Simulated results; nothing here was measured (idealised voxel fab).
The document below concerns the process module designated voxel transistor to metal.
The figure presents cross-section cut, which has a width of 175 nm and is divided into square cells with an edge length of 5 nm.
In this document a cross-section is written as a grid of square cells. It is given as a series of bands, listed from the top down, and a band is one or more rows of cells.
Top height, bottom height, nm. Materials left to right, width each, nm. Single material + "throughout" = fills band edge to edge. "blank" = empty.
It should be noted that heights are counted from 0, beneath which the wafer as supplied is of one material throughout, and that the lowest band possesses no lower boundary but continues downward, as written in "0 nm and below".
The notation "30->40" denotes a width that varies across the rows of cells in the band, beginning at the first number in the top row, finishing at the second number in the bottom row, and changing by an identical amount from each row to the next.
The designation "changes: none", where it is given for a processing step, indicates that no cell of the cross-section was altered in the course of that step.
"Closed-off voids": empty spaces of 8 cells or more with no open way to the top, each given as width x height at distance, distance from the left edge, all in nm.
Heads up: the bit after the settings on a step's line is the simulator's remark on that step.
What "overlay nm" on a step's line means: if the step has a mask, that mask lay this far to the right of its planned place, or, when the value is negative, to the left.

-- Listed below are the process steps as planned
1. op RECEIVE | material Si
2. op OXIDIZE | depth nm 5
3. op CONFORMAL_DEP | material SiN | thk nm 10
4. op MASKED_ETCH | tone cover | mask id ACTIVE | width nm 110 | etch materials SiN | depth nm 10 | overlay nm 0
5. op MASKED_ETCH | tone cover | mask id ACTIVE | width nm 110 | etch materials SiO2 | depth nm 5 | overlay nm 0
6. op MASKED_ETCH | tone cover | mask id ACTIVE | width nm 110 | etch materials Si | depth nm 25 | overlay nm 0
7. op OXIDIZE | depth nm 5
8. op FILL_DEP | material SiO2 | thk nm 5
9. op CMP | height nm 10
10. op SELECTIVE_ETCH | etch materials SiO2 | depth nm 5
11. op STRIP | etch materials SiN
12. op SELECTIVE_ETCH | etch materials SiO2 | depth nm 5
13. op OXIDIZE | depth nm 5
14. op DIRECTIONAL_DEP | material polySi | thk nm 25
15. op DIRECTIONAL_DEP | material SiCN | thk nm 15
16. op MASKED_ETCH | tone cover | mask id GATE | width nm 30 | etch materials SiCN | depth nm 25 | overlay nm 0
17. op MASKED_ETCH | tone cover | mask id GATE | width nm 30 | etch materials polySi | depth nm 35 | overlay nm 0
18. op CONFORMAL_DEP | material SiO2 | thk nm 5
19. op DIRECTIONAL_ETCH | etch materials SiO2 | depth nm 5
20. op CONFORMAL_DEP | material SiN | thk nm 5
21. op DIRECTIONAL_ETCH | etch materials SiN | depth nm 5
22. op DIRECTIONAL_ETCH | etch materials SiO2 | depth nm 5
23. op DIRECTIONAL_ETCH | etch materials Si | depth nm 10
24. op EPI | material nSi | thk nm 10
25. op FILL_DEP | material SiO2 | thk nm 10
26. op CMP | height nm 20
27. op STRIP | etch materials polySi
28. op SELECTIVE_ETCH | etch materials SiO2 | depth nm 5
29. op CONFORMAL_DEP | material HfO2 | thk nm 5
30. op CONFORMAL_DEP | material TiN | thk nm 5
31. op FILL_DEP | material W | thk nm 10
32. op CMP | height nm 15
33. op DIRECTIONAL_DEP | material SiO2 | thk nm 10
34. op DIRECTIONAL_DEP | material aC | thk nm 15
35. op PATTERN | tone open | mask id CONTACT | material resist | width nm 15 | pitch nm 75 | thk nm 35 | overlay nm 0
36. op DIRECTIONAL_ETCH | etch materials aC | depth nm 15
37. op STRIP | etch materials resist
38. op DIRECTIONAL_ETCH | etch materials SiO2 | depth nm 35
39. op STRIP | etch materials aC
40. op CONFORMAL_DEP | material TiN | thk nm 5
41. op FILL_DEP | material Ru | thk nm 5
42. op CMP | height nm 25
43. op DIRECTIONAL_DEP | material TiN | thk nm 5
44. op DIRECTIONAL_DEP | material W | thk nm 25
45. op DIRECTIONAL_DEP | material aC | thk nm 10
46. op PATTERN | tone cover | mask id METAL_1 | material resist | width nm 15 | pitch nm 75 | thk nm 25 | overlay nm 0
47. op DIRECTIONAL_ETCH | etch materials aC | depth nm 10
48. op STRIP | etch materials resist
49. op DIRECTIONAL_ETCH | etch materials W | depth nm 25
50. op DIRECTIONAL_ETCH | etch materials TiN | depth nm 5
51. op STRIP | etch materials aC
52. op CONFORMAL_DEP | material SiCN | thk nm 5
53. op FILL_DEP | material lowk | thk nm 5
54. op CMP | height nm 55
55. op CONFORMAL_DEP | material SiCN | thk nm 5

-- The first of a set of two wafers, run to plan

-- Received-state cross-section, reflecting completion of step 1
* 0 nm and below: Si throughout
* Closed-off voids: none

-- State of the wafer after step 2, shown in cross-section
* 0 nm to -5 nm: SiO2 throughout
* No changes below -5.

-- State of the wafer after step 3, shown in cross-section
* 10 nm to 0 nm: SiN throughout
* No changes below 0.

-- State of the wafer after step 4, shown in cross-section
* 10 nm to 0 nm: blank 30 / SiN 110 / blank 35
* No changes below 0.

-- State of the wafer after step 5, shown in cross-section
* 10 nm to 0 nm: blank 30 / SiN 110 / blank 35
* 0 nm to -5 nm: blank 30 / SiO2 110 / blank 35
* No changes below -5.

-- State of the wafer after step 6, shown in cross-section
* 10 nm to 0 nm: blank 30 / SiN 110 / blank 35
* 0 nm to -5 nm: blank 30 / SiO2 110 / blank 35
* -5 nm to -30 nm: blank 30 / Si 110 / blank 35
* No changes below -30.

-- State of the wafer after step 7, shown in cross-section
* 10 nm to 0 nm: blank 30 / SiN 110 / blank 35
* 0 nm to -5 nm: blank 30 / SiO2 110 / blank 35
* -5 nm to -30 nm: blank 30 / SiO2 5 / Si 100 / SiO2 5 / blank 35
* -30 nm to -35 nm: SiO2 35 / Si 100 / SiO2 40
* No changes below -35.

-- State of the wafer after step 8, shown in cross-section
* 15 nm to 10 nm: SiO2 throughout
* 10 nm to 0 nm: SiO2 30 / SiN 110 / SiO2 35
* 0 nm to -5 nm: SiO2 throughout
* -5 nm to -35 nm: SiO2 35 / Si 100 / SiO2 40
* No changes below -35.

-- State of the wafer after step 9, shown in cross-section
* 10 nm to 0 nm: SiO2 30 / SiN 110 / SiO2 35
* No changes below 0.

-- State of the wafer after step 10, shown in cross-section
* 10 nm to 5 nm: blank 30 / SiN 110 / blank 35
* No changes below 5.

-- State of the wafer after step 11, shown in cross-section
* 5 nm to 0 nm: SiO2 30 / blank 110 / SiO2 35
* No changes below 0.

-- State of the wafer after step 12, shown in cross-section
* 0 nm to -5 nm: SiO2 25 / blank 120 / SiO2 30
* No changes below -5.

-- State of the wafer after step 13, shown in cross-section
* 0 nm to -5 nm: SiO2 25 / blank 120 / SiO2 30
* -5 nm to -10 nm: SiO2 throughout
* No changes below -10.

-- State of the wafer after step 14, shown in cross-section
* 25 nm to 20 nm: polySi 25 / blank 120 / polySi 30
* 20 nm to 0 nm: polySi throughout
* 0 nm to -5 nm: SiO2 25 / polySi 120 / SiO2 30
* No changes below -5.

-- State of the wafer after step 15, shown in cross-section
* 40 nm to 35 nm: SiCN 25 / blank 120 / SiCN 30
* 35 nm to 25 nm: SiCN throughout
* 25 nm to 20 nm: polySi 25 / SiCN 120 / polySi 30
* No changes below 20.

-- State of the wafer after step 16, shown in cross-section
* 35 nm to 25 nm: blank 70 / SiCN 30 / blank 75
* 25 nm to 20 nm: polySi 25 / blank 45 / SiCN 30 / blank 45 / polySi 30
* No changes below 20.

-- State of the wafer after step 17, shown in cross-section
* 35 nm to 20 nm: blank 70 / SiCN 30 / blank 75
* 20 nm to 0 nm: blank 70 / polySi 30 / blank 75
* 0 nm to -5 nm: SiO2 25 / blank 45 / polySi 30 / blank 45 / SiO2 30
* No changes below -5.

-- State of the wafer after step 18, shown in cross-section
* 40 nm to 35 nm: blank 65 / SiO2 40 / blank 70
* 35 nm to 20 nm: blank 65 / SiO2 5 / SiCN 30 / SiO2 5 / blank 70
* 20 nm to 5 nm: blank 65 / SiO2 5 / polySi 30 / SiO2 5 / blank 70
* 5 nm to 0 nm: SiO2 30 / blank 35 / SiO2 5 / polySi 30 / SiO2 5 / blank 35 / SiO2 35
* 0 nm to -5 nm: SiO2 70 / polySi 30 / SiO2 75
* No changes below -5.

-- State of the wafer after step 19, shown in cross-section
* 35 nm to 20 nm: blank 65 / SiO2 5 / SiCN 30 / SiO2 5 / blank 70
* 20 nm to 0 nm: blank 65 / SiO2 5 / polySi 30 / SiO2 5 / blank 70
* 0 nm to -5 nm: SiO2 30 / blank 35 / SiO2 5 / polySi 30 / SiO2 5 / blank 35 / SiO2 35
* No changes below -5.

-- State of the wafer after step 20, shown in cross-section
* 40 nm to 35 nm: blank 60 / SiN 50 / blank 65
* 35 nm to 20 nm: blank 60 / SiN 5 / SiO2 5 / SiCN 30 / SiO2 5 / SiN 5 / blank 65
* 20 nm to 5 nm: blank 60 / SiN 5 / SiO2 5 / polySi 30 / SiO2 5 / SiN 5 / blank 65
* 5 nm to 0 nm: SiN 35 / blank 25 / SiN 5 / SiO2 5 / polySi 30 / SiO2 5 / SiN 5 / blank 25 / SiN 40
* 0 nm to -5 nm: SiO2 30 / SiN 35 / SiO2 5 / polySi 30 / SiO2 5 / SiN 35 / SiO2 35
* No changes below -5.

-- State of the wafer after step 21, shown in cross-section
* 35 nm to 20 nm: blank 60 / SiN 5 / SiO2 5 / SiCN 30 / SiO2 5 / SiN 5 / blank 65
* 20 nm to 0 nm: blank 60 / SiN 5 / SiO2 5 / polySi 30 / SiO2 5 / SiN 5 / blank 65
* 0 nm to -5 nm: SiO2 30 / SiN 5 / blank 25 / SiN 5 / SiO2 5 / polySi 30 / SiO2 5 / SiN 5 / blank 25 / SiN 5 / SiO2 35
* No changes below -5.

-- State of the wafer after step 22, shown in cross-section
* 35 nm to 30 nm: blank 60 / SiN 5 / blank 5 / SiCN 30 / blank 5 / SiN 5 / blank 65
* 30 nm to 20 nm: blank 60 / SiN 5 / SiO2 5 / SiCN 30 / SiO2 5 / SiN 5 / blank 65
* 20 nm to 0 nm: blank 60 / SiN 5 / SiO2 5 / polySi 30 / SiO2 5 / SiN 5 / blank 65
* 0 nm to -5 nm: blank 30 / SiN 5 / blank 25 / SiN 5 / SiO2 5 / polySi 30 / SiO2 5 / SiN 5 / blank 25 / SiN 5 / blank 35
* -5 nm to -10 nm: SiO2 35 / blank 25 / SiO2 50 / blank 25 / SiO2 40
* No changes below -10.

-- State of the wafer after step 23, shown in cross-section
* 35 nm to 30 nm: blank 60 / SiN 5 / blank 5 / SiCN 30 / blank 5 / SiN 5 / blank 65
* 30 nm to 20 nm: blank 60 / SiN 5 / SiO2 5 / SiCN 30 / SiO2 5 / SiN 5 / blank 65
* 20 nm to 0 nm: blank 60 / SiN 5 / SiO2 5 / polySi 30 / SiO2 5 / SiN 5 / blank 65
* 0 nm to -5 nm: blank 30 / SiN 5 / blank 25 / SiN 5 / SiO2 5 / polySi 30 / SiO2 5 / SiN 5 / blank 25 / SiN 5 / blank 35
* -5 nm to -10 nm: SiO2 35 / blank 25 / SiO2 50 / blank 25 / SiO2 40
* -10 nm to -20 nm: SiO2 35 / blank 25 / Si 50 / blank 25 / SiO2 40
* No changes below -20.

-- State of the wafer after step 24, shown in cross-section
* 35 nm to 30 nm: blank 60 / SiN 5 / blank 5 / SiCN 30 / blank 5 / SiN 5 / blank 65
* 30 nm to 20 nm: blank 60 / SiN 5 / SiO2 5 / SiCN 30 / SiO2 5 / SiN 5 / blank 65
* 20 nm to 0 nm: blank 60 / SiN 5 / SiO2 5 / polySi 30 / SiO2 5 / SiN 5 / blank 65
* 0 nm to -5 nm: blank 30 / SiN 5 / blank 15 / nSi 10 / SiN 5 / SiO2 5 / polySi 30 / SiO2 5 / SiN 5 / nSi 10 / blank 15 / SiN 5 / blank 35
* -5 nm to -10 nm: SiO2 35 / blank 15 / nSi 10 / SiO2 50 / nSi 10 / blank 15 / SiO2 40
* -10 nm to -20 nm: SiO2 35 / nSi 25 / Si 50 / nSi 25 / SiO2 40
* No changes below -20.

-- State of the wafer after step 25, shown in cross-section
* 45 nm to 35 nm: SiO2 throughout
* 35 nm to 20 nm: SiO2 60 / SiN 5 / SiO2 5 / SiCN 30 / SiO2 5 / SiN 5 / SiO2 65
* 20 nm to 0 nm: SiO2 60 / SiN 5 / SiO2 5 / polySi 30 / SiO2 5 / SiN 5 / SiO2 65
* 0 nm to -5 nm: SiO2 30 / SiN 5 / SiO2 15 / nSi 10 / SiN 5 / SiO2 5 / polySi 30 / SiO2 5 / SiN 5 / nSi 10 / SiO2 15 / SiN 5 / SiO2 35
* -5 nm to -10 nm: SiO2 50 / nSi 10 / SiO2 50 / nSi 10 / SiO2 55
* No changes below -10.

-- State of the wafer after step 26, shown in cross-section
* 20 nm to 0 nm: SiO2 60 / SiN 5 / SiO2 5 / polySi 30 / SiO2 5 / SiN 5 / SiO2 65
* No changes below 0.

-- State of the wafer after step 27, shown in cross-section
* 20 nm to 0 nm: SiO2 60 / SiN 5 / SiO2 5 / blank 30 / SiO2 5 / SiN 5 / SiO2 65
* 0 nm to -5 nm: SiO2 30 / SiN 5 / SiO2 15 / nSi 10 / SiN 5 / SiO2 5 / blank 30 / SiO2 5 / SiN 5 / nSi 10 / SiO2 15 / SiN 5 / SiO2 35
* No changes below -5.

-- State of the wafer after step 28, shown in cross-section
* 20 nm to 15 nm: blank 60 / SiN 5 / blank 40 / SiN 5 / blank 65
* 15 nm to 0 nm: SiO2 60 / SiN 5 / blank 40 / SiN 5 / SiO2 65
* 0 nm to -5 nm: SiO2 30 / SiN 5 / SiO2 15 / nSi 10 / SiN 5 / blank 40 / SiN 5 / nSi 10 / SiO2 15 / SiN 5 / SiO2 35
* -5 nm to -10 nm: SiO2 50 / nSi 10 / SiO2 5 / blank 40 / SiO2 5 / nSi 10 / SiO2 55
* No changes below -10.

-- State of the wafer after step 29, shown in cross-section
* 25 nm to 20 nm: blank 55 / HfO2 15 / blank 30 / HfO2 15 / blank 60
* 20 nm to 15 nm: HfO2 60 / SiN 5 / HfO2 5 / blank 30 / HfO2 5 / SiN 5 / HfO2 65
* 15 nm to 0 nm: SiO2 60 / SiN 5 / HfO2 5 / blank 30 / HfO2 5 / SiN 5 / SiO2 65
* 0 nm to -5 nm: SiO2 30 / SiN 5 / SiO2 15 / nSi 10 / SiN 5 / HfO2 5 / blank 30 / HfO2 5 / SiN 5 / nSi 10 / SiO2 15 / SiN 5 / SiO2 35
* -5 nm to -10 nm: SiO2 50 / nSi 10 / SiO2 5 / HfO2 40 / SiO2 5 / nSi 10 / SiO2 55
* No changes below -10.

-- State of the wafer after step 30, shown in cross-section
* 30 nm to 25 nm: blank 50 / TiN 25 / blank 20 / TiN 25 / blank 55
* 25 nm to 20 nm: TiN 55 / HfO2 15 / TiN 5 / blank 20 / TiN 5 / HfO2 15 / TiN 60
* 20 nm to 15 nm: HfO2 60 / SiN 5 / HfO2 5 / TiN 5 / blank 20 / TiN 5 / HfO2 5 / SiN 5 / HfO2 65
* 15 nm to 0 nm: SiO2 60 / SiN 5 / HfO2 5 / TiN 5 / blank 20 / TiN 5 / HfO2 5 / SiN 5 / SiO2 65
* 0 nm to -5 nm: SiO2 30 / SiN 5 / SiO2 15 / nSi 10 / SiN 5 / HfO2 5 / TiN 30 / HfO2 5 / SiN 5 / nSi 10 / SiO2 15 / SiN 5 / SiO2 35
* No changes below -5.

-- State of the wafer after step 31, shown in cross-section
* 40 nm to 30 nm: W throughout
* 30 nm to 25 nm: W 50 / TiN 25 / W 20 / TiN 25 / W 55
* 25 nm to 20 nm: TiN 55 / HfO2 15 / TiN 5 / W 20 / TiN 5 / HfO2 15 / TiN 60
* 20 nm to 15 nm: HfO2 60 / SiN 5 / HfO2 5 / TiN 5 / W 20 / TiN 5 / HfO2 5 / SiN 5 / HfO2 65
* 15 nm to 0 nm: SiO2 60 / SiN 5 / HfO2 5 / TiN 5 / W 20 / TiN 5 / HfO2 5 / SiN 5 / SiO2 65
* No changes below 0.

-- State of the wafer after step 32, shown in cross-section
* 15 nm to 0 nm: SiO2 60 / SiN 5 / HfO2 5 / TiN 5 / W 20 / TiN 5 / HfO2 5 / SiN 5 / SiO2 65
* No changes below 0.

-- State of the wafer after step 33, shown in cross-section
* 25 nm to 15 nm: SiO2 throughout
* No changes below 15.

-- State of the wafer after step 34, shown in cross-section
* 40 nm to 25 nm: aC throughout
* No changes below 25.

-- State of the wafer after step 35, shown in cross-section
* 75 nm to 40 nm: resist 40 / blank 15 / resist 60 / blank 15 / resist 45
* No changes below 40.

-- State of the wafer after step 36, shown in cross-section
* 60 nm to 40 nm: resist 40 / blank 15 / resist 60 / blank 15 / resist 45
* 40 nm to 25 nm: aC 40 / blank 15 / aC 60 / blank 15 / aC 45
* No changes below 25.

-- State of the wafer after step 37, shown in cross-section
* 40 nm to 25 nm: aC 40 / blank 15 / aC 60 / blank 15 / aC 45
* No changes below 25.

-- State of the wafer after step 38, shown in cross-section
* 40 nm to 25 nm: aC 40 / blank 15 / aC 60 / blank 15 / aC 45
* 25 nm to 15 nm: SiO2 40 / blank 15 / SiO2 60 / blank 15 / SiO2 45
* 15 nm to 0 nm: SiO2 40 / blank 15 / SiO2 5 / SiN 5 / HfO2 5 / TiN 5 / W 20 / TiN 5 / HfO2 5 / SiN 5 / SiO2 5 / blank 15 / SiO2 45
* 0 nm to -5 nm: SiO2 30 / SiN 5 / SiO2 5 / blank 10 / nSi 10 / SiN 5 / HfO2 5 / TiN 30 / HfO2 5 / SiN 5 / nSi 10 / blank 10 / SiO2 5 / SiN 5 / SiO2 35
* -5 nm to -10 nm: SiO2 40 / blank 10 / nSi 10 / SiO2 5 / HfO2 40 / SiO2 5 / nSi 10 / blank 10 / SiO2 45
* No changes below -10.

-- State of the wafer after step 39, shown in cross-section
* 25 nm to 15 nm: SiO2 40 / blank 15 / SiO2 60 / blank 15 / SiO2 45
* No changes below 15.

-- State of the wafer after step 40, shown in cross-section
* 30 nm to 25 nm: TiN 45 / blank 5 / TiN 70 / blank 5 / TiN 50
* 25 nm to 15 nm: SiO2 40 / TiN 5 / blank 5 / TiN 5 / SiO2 60 / TiN 5 / blank 5 / TiN 5 / SiO2 45
* 15 nm to 5 nm: SiO2 40 / TiN 5 / blank 5 / TiN 5 / SiO2 5 / SiN 5 / HfO2 5 / TiN 5 / W 20 / TiN 5 / HfO2 5 / SiN 5 / SiO2 5 / TiN 5 / blank 5 / TiN 5 / SiO2 45
* 5 nm to 0 nm: SiO2 40 / TiN 15 / SiO2 5 / SiN 5 / HfO2 5 / TiN 5 / W 20 / TiN 5 / HfO2 5 / SiN 5 / SiO2 5 / TiN 15 / SiO2 45
* 0 nm to -5 nm: SiO2 30 / SiN 5 / SiO2 5 / TiN 10 / nSi 10 / SiN 5 / HfO2 5 / TiN 30 / HfO2 5 / SiN 5 / nSi 10 / TiN 10 / SiO2 5 / SiN 5 / SiO2 35
* -5 nm to -10 nm: SiO2 40 / TiN 10 / nSi 10 / SiO2 5 / HfO2 40 / SiO2 5 / nSi 10 / TiN 10 / SiO2 45
* No changes below -10.

-- State of the wafer after step 41, shown in cross-section
* 35 nm to 30 nm: Ru throughout
* 30 nm to 25 nm: TiN 45 / Ru 5 / TiN 70 / Ru 5 / TiN 50
* 25 nm to 15 nm: SiO2 40 / TiN 5 / Ru 5 / TiN 5 / SiO2 60 / TiN 5 / Ru 5 / TiN 5 / SiO2 45
* 15 nm to 5 nm: SiO2 40 / TiN 5 / Ru 5 / TiN 5 / SiO2 5 / SiN 5 / HfO2 5 / TiN 5 / W 20 / TiN 5 / HfO2 5 / SiN 5 / SiO2 5 / TiN 5 / Ru 5 / TiN 5 / SiO2 45
* No changes below 5.

-- State of the wafer after step 42, shown in cross-section
* 25 nm to 15 nm: SiO2 40 / TiN 5 / Ru 5 / TiN 5 / SiO2 60 / TiN 5 / Ru 5 / TiN 5 / SiO2 45
* No changes below 15.

-- State of the wafer after step 43, shown in cross-section
* 30 nm to 25 nm: TiN throughout
* No changes below 25.

-- State of the wafer after step 44, shown in cross-section
* 55 nm to 30 nm: W throughout
* No changes below 30.

-- State of the wafer after step 45, shown in cross-section
* 65 nm to 55 nm: aC throughout
* No changes below 55.

-- State of the wafer after step 46, shown in cross-section
* 90 nm to 65 nm: blank 40 / resist 15 / blank 60 / resist 15 / blank 45
* No changes below 65.

-- State of the wafer after step 47, shown in cross-section
* 80 nm to 65 nm: blank 40 / resist 15 / blank 60 / resist 15 / blank 45
* 65 nm to 55 nm: blank 40 / aC 15 / blank 60 / aC 15 / blank 45
* No changes below 55.

-- State of the wafer after step 48, shown in cross-section
* 65 nm to 55 nm: blank 40 / aC 15 / blank 60 / aC 15 / blank 45
* No changes below 55.

-- State of the wafer after step 49, shown in cross-section
* 65 nm to 55 nm: blank 40 / aC 15 / blank 60 / aC 15 / blank 45
* 55 nm to 30 nm: blank 40 / W 15 / blank 60 / W 15 / blank 45
* No changes below 30.

-- State of the wafer after step 50, shown in cross-section
* 65 nm to 55 nm: blank 40 / aC 15 / blank 60 / aC 15 / blank 45
* 55 nm to 30 nm: blank 40 / W 15 / blank 60 / W 15 / blank 45
* 30 nm to 25 nm: blank 40 / TiN 15 / blank 60 / TiN 15 / blank 45
* No changes below 25.

-- State of the wafer after step 51, shown in cross-section
* 55 nm to 30 nm: blank 40 / W 15 / blank 60 / W 15 / blank 45
* No changes below 30.

-- State of the wafer after step 52, shown in cross-section
* 60 nm to 55 nm: blank 35 / SiCN 25 / blank 50 / SiCN 25 / blank 40
* 55 nm to 30 nm: blank 35 / SiCN 5 / W 15 / SiCN 5 / blank 50 / SiCN 5 / W 15 / SiCN 5 / blank 40
* 30 nm to 25 nm: SiCN 40 / TiN 15 / SiCN 60 / TiN 15 / SiCN 45
* No changes below 25.

-- State of the wafer after step 53, shown in cross-section
* 65 nm to 60 nm: lowk throughout
* 60 nm to 55 nm: lowk 35 / SiCN 25 / lowk 50 / SiCN 25 / lowk 40
* 55 nm to 30 nm: lowk 35 / SiCN 5 / W 15 / SiCN 5 / lowk 50 / SiCN 5 / W 15 / SiCN 5 / lowk 40
* No changes below 30.

-- State of the wafer after step 54, shown in cross-section
* 55 nm to 30 nm: lowk 35 / SiCN 5 / W 15 / SiCN 5 / lowk 50 / SiCN 5 / W 15 / SiCN 5 / lowk 40
* No changes below 30.

-- State of the wafer after step 55, shown in cross-section
* 60 nm to 55 nm: SiCN throughout
* No changes below 55.

-- Wafer two: like wafer one in start and plan, but with one mistake in execution; identical up to and including step 40

-- At the planned end of step 41, the second wafer in cross-section
* 35 nm to 30 nm: W throughout
* 30 nm to 25 nm: TiN 45 / W 5 / TiN 70 / W 5 / TiN 50
* 25 nm to 15 nm: SiO2 40 / TiN 5 / W 5 / TiN 5 / SiO2 60 / TiN 5 / W 5 / TiN 5 / SiO2 45
* 15 nm to 5 nm: SiO2 40 / TiN 5 / W 5 / TiN 5 / SiO2 5 / SiN 5 / HfO2 5 / TiN 5 / W 20 / TiN 5 / HfO2 5 / SiN 5 / SiO2 5 / TiN 5 / W 5 / TiN 5 / SiO2 45
* No changes below 5.

-- At the planned end of step 42, the second wafer in cross-section
* 25 nm to 15 nm: SiO2 40 / TiN 5 / W 5 / TiN 5 / SiO2 60 / TiN 5 / W 5 / TiN 5 / SiO2 45
* No changes below 15.

-- At the planned end of step 43, the second wafer in cross-section
* 30 nm to 25 nm: TiN throughout
* No changes below 25.

-- At the planned end of step 44, the second wafer in cross-section
* 55 nm to 30 nm: W throughout
* No changes below 30.

-- At the planned end of step 45, the second wafer in cross-section
* 65 nm to 55 nm: aC throughout
* No changes below 55.

-- At the planned end of step 46, the second wafer in cross-section
* 90 nm to 65 nm: blank 40 / resist 15 / blank 60 / resist 15 / blank 45
* No changes below 65.

-- At the planned end of step 47, the second wafer in cross-section
* 80 nm to 65 nm: blank 40 / resist 15 / blank 60 / resist 15 / blank 45
* 65 nm to 55 nm: blank 40 / aC 15 / blank 60 / aC 15 / blank 45
* No changes below 55.

-- At the planned end of step 48, the second wafer in cross-section
* 65 nm to 55 nm: blank 40 / aC 15 / blank 60 / aC 15 / blank 45
* No changes below 55.

-- At the planned end of step 49, the second wafer in cross-section
* 65 nm to 55 nm: blank 40 / aC 15 / blank 60 / aC 15 / blank 45
* 55 nm to 30 nm: blank 40 / W 15 / blank 60 / W 15 / blank 45
* No changes below 30.

-- At the planned end of step 50, the second wafer in cross-section
* 65 nm to 55 nm: blank 40 / aC 15 / blank 60 / aC 15 / blank 45
* 55 nm to 30 nm: blank 40 / W 15 / blank 60 / W 15 / blank 45
* 30 nm to 25 nm: blank 40 / TiN 15 / blank 60 / TiN 15 / blank 45
* No changes below 25.

-- At the planned end of step 51, the second wafer in cross-section
* 55 nm to 30 nm: blank 40 / W 15 / blank 60 / W 15 / blank 45
* No changes below 30.

-- At the planned end of step 52, the second wafer in cross-section
* 60 nm to 55 nm: blank 35 / SiCN 25 / blank 50 / SiCN 25 / blank 40
* 55 nm to 30 nm: blank 35 / SiCN 5 / W 15 / SiCN 5 / blank 50 / SiCN 5 / W 15 / SiCN 5 / blank 40
* 30 nm to 25 nm: SiCN 40 / TiN 15 / SiCN 60 / TiN 15 / SiCN 45
* No changes below 25.

-- At the planned end of step 53, the second wafer in cross-section
* 65 nm to 60 nm: lowk throughout
* 60 nm to 55 nm: lowk 35 / SiCN 25 / lowk 50 / SiCN 25 / lowk 40
* 55 nm to 30 nm: lowk 35 / SiCN 5 / W 15 / SiCN 5 / lowk 50 / SiCN 5 / W 15 / SiCN 5 / lowk 40
* No changes below 30.

-- At the planned end of step 54, the second wafer in cross-section
* 55 nm to 30 nm: lowk 35 / SiCN 5 / W 15 / SiCN 5 / lowk 50 / SiCN 5 / W 15 / SiCN 5 / lowk 40
* No changes below 30.

-- At the planned end of step 55, the second wafer in cross-section
* 60 nm to 55 nm: SiCN throughout
* No changes below 55.
Deviation from plan: step 41 was processed under conditions differing from the plan, specifically as op FILL_DEP | material W | thk nm 5
Cell-count delta at end, second wafer over first, by material: Ru -8, W +8
